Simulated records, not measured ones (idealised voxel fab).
You're looking at the process module voxel local oxidation.
Each square cell in cross-section cut measures 5 nm, and the section as a whole is 225 nm wide.
Format of a cross-section: grid, square cells. Given as bands. Order: top down. Band: one or more rows of cells.
What a band's entry tells you: where the top is and where the bottom is, as heights in nm, and after that what lies inside, material by material from left to right, each with its width in nm. Empty space is written as the word "empty", and a single material marked with the word "throughout" occupies the band from edge to edge.
Height datum 0, below which the as-received substrate wafer is one material. Lowest band open at the bottom, running downward: "0 and below".
Read "30..40" as a graded width: first number on top, second number at the bottom, same change between each pair of neighbouring rows.
Step marked "no change occurred"? Then no cell in the cross-section changed in it.
Closed empty spaces (no open way to the top) of 8 cells or more are what "Voids, enclosed" lists, each as width x height at distance from the left edge, nm for all three.
Post-settings text on a step line: simulator's own remark regarding the step.
overlay nm, on a step with a mask: how far to the right of its planned place the mask lay; to the left if negative

-- plan
1) RECEIVE with material Si
2) OXIDIZE with depth nm 5
3) CONFORMAL_DEP with material SiN, thk nm 15
4) MASKED_ETCH with tone cover, mask id ACTIVE, width nm 95, etch materials SiN, depth nm 15, overlay nm 0
5) SELECTIVE_ETCH with etch materials SiO2, depth nm 5
6) OXIDIZE with depth nm 15
7) STRIP with etch materials SiN

-- Wafer as received: cross-section following step 1
> 0 and below = Si throughout
> Voids, enclosed: none

-- Wafer cross-section at module end: first of two, run to plan
> 0 down to -5 = empty=70, SiO2=85, empty=70
> -5 down to -20 = SiO2=85, Si=55, SiO2=85
> -20 and below = Si throughout
> Voids, enclosed: none

-- This is the second of the two wafers, cross-sectioned at the end of the module; it started exactly like the first and was given the same plan, but it was run with one mistake
> 0 down to -5 = empty=75, SiO2=80, empty=70
> -5 down to -20 = SiO2=90, Si=50, SiO2=85
> -20 and below = Si throughout
> Voids, enclosed: none
What went wrong in running the wafer? in deviation from the planned setting, step 4 was conducted as MASKED_ETCH with tone cover, mask id ACTIVE, width nm 90, etch materials SiN, depth nm 15, overlay nm 0
It is noted that, at the conclusion of processing, the second wafer exhibits a higher or lower cell count for certain materials relative to the first: Si -3, SiO2 +2
